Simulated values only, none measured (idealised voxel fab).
process module | voxel self aligned contacts
cross-section cut | 210 nm wide | cells 5 nm
A cross-section is a grid of square cells, given in bands from the top down. A band is one or more rows of cells.
Each band's line starts with the height of the band's top and of its bottom, in nm. Then come its materials from left to right, each with its width in nm. One material with "throughout" fills the band from edge to edge. "air" is empty space.
Height 0 is the level under which the wafer as received is all one material. The lowest band goes on downwards, as in "0 down".
A width such as "30 to 40" changes by the same amount from each row of cells to the next, from the band's top row to its bottom row.
"no change" after a step means that no cell of the cross-section changed.
closed voids: empty space of 8 cells or more with no open way to the top, each as width x height at its distance from the left edge, in nm
after a step's settings: what the simulator itself notes on the step
overlay nm, on a step with a mask: how far to the right of its planned place the mask lay; to the left if negative
plan
1 op RECEIVE | material Si
2 op CONFORMAL_DEP | material SiO2 | thk nm 5
3 op DIRECTIONAL_DEP | material polySi | thk nm 20
4 op DIRECTIONAL_DEP | material SiN | thk nm 15
5 op DIRECTIONAL_DEP | material aC | thk nm 15
6 op PATTERN | tone cover | mask id GATE | material resist | width nm 20 | pitch nm 55 | thk nm 30 | overlay nm 0
7 op DIRECTIONAL_ETCH | etch materials aC | depth nm 15
8 op STRIP | etch materials resist
9 op DIRECTIONAL_ETCH | etch materials SiN | depth nm 15
10 op DIRECTIONAL_ETCH | etch materials polySi | depth nm 20
11 op STRIP | etch materials aC
12 op CONFORMAL_DEP | material SiN | thk nm 5
13 op DIRECTIONAL_ETCH | etch materials SiN | depth nm 5
14 op FILL_DEP | material SiO2 | thk nm 20
15 op CMP | height nm 50
16 op DIRECTIONAL_DEP | material aC | thk nm 10
17 op PATTERN | tone open | mask id CONTACT | material resist | width nm 35 | thk nm 30 | overlay nm 0
18 op DIRECTIONAL_ETCH | etch materials aC | depth nm 10
19 op STRIP | etch materials resist
20 op DIRECTIONAL_ETCH | etch materials SiO2 | depth nm 50
21 op STRIP | etch materials aC
22 op CONFORMAL_DEP | material TiN | thk nm 5
23 op FILL_DEP | material W | thk nm 10
24 op CMP | height nm 50
25 op CONFORMAL_DEP | material SiN | thk nm 5
varied across the wafers: width nm of step 6. The plan shows the first wafer's value. All wafers start alike
first wafer as received, after step 1
  0 down: Si throughout
  closed voids: none
each wafer at the end: cells of each material gained (+) or lost (-) since it was received, then its closed voids
width nm 20 | +94 SiN | +282 SiO2 | +25 TiN | +29 W | +32 polySi | closed voids: none
width nm 25 | +100 SiN | +276 SiO2 | +25 TiN | +21 W | +40 polySi | closed voids: none
width nm 30 | +106 SiN | +270 SiO2 | +25 TiN | +13 W | +48 polySi | closed voids: none
width nm 35 | +112 SiN | +264 SiO2 | +25 TiN | +5 W | +56 polySi | closed voids: none
width nm 40 | +118 SiN | +258 SiO2 | +17 TiN | +5 W | +64 polySi | closed voids: none
